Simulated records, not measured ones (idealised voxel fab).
process module | voxel released beams
cross-section cut | 260 nm wide | cells 5 nm
A cross-section is a grid of square cells, given in bands from the top down. A band is one or more rows of cells.
Each band's line starts with the height of the band's top and of its bottom, in nm. Then come its materials from left to right, each with its width in nm. One material with "throughout" fills the band from edge to edge. "air" is empty space.
Height 0 is the level under which the wafer as received is all one material. The lowest band goes on downwards, as in "0 down".
A width such as "30 to 40" changes by the same amount from each row of cells to the next, from the band's top row to its bottom row.
"no change" after a step means that no cell of the cross-section changed.
closed voids: empty space of 8 cells or more with no open way to the top, each as width x height at its distance from the left edge, in nm
after a step's settings: what the simulator itself notes on the step
overlay nm, on a step with a mask: how far to the right of its planned place the mask lay; to the left if negative
plan
1 op RECEIVE | material Si
2 op CONFORMAL_DEP | material Al2O3 | thk nm 10
3 op DIRECTIONAL_DEP | material SiO2 | thk nm 20
4 op MASKED_ETCH | tone open | mask id ANCHOR | width nm 45 | etch materials SiO2 | depth nm 10 | overlay nm 0
5 op CONFORMAL_DEP | material W | thk nm 15
6 op MASKED_ETCH | tone cover | mask id BEAM | width nm 95 | etch materials W | depth nm 15 | overlay nm 0
7 op STRIP | etch materials SiO2
varied across the wafers: depth nm of step 4. The plan shows the first wafer's value. All wafers start alike
first wafer as received, after step 1
  0 down: Si throughout
  closed voids: none
each wafer at the end: cells of each material gained (+) or lost (-) since it was received, then its closed voids
depth nm 10 | +104 Al2O3 | closed voids: none
depth nm 15 | +104 Al2O3 | closed voids: none
depth nm 20 | +104 Al2O3 | +81 W | closed voids: none
depth nm 25 | +104 Al2O3 | +81 W | closed voids: none
depth nm 30 | +104 Al2O3 | +81 W | closed voids: none
depth nm 35 | +104 Al2O3 | +81 W | closed voids: none
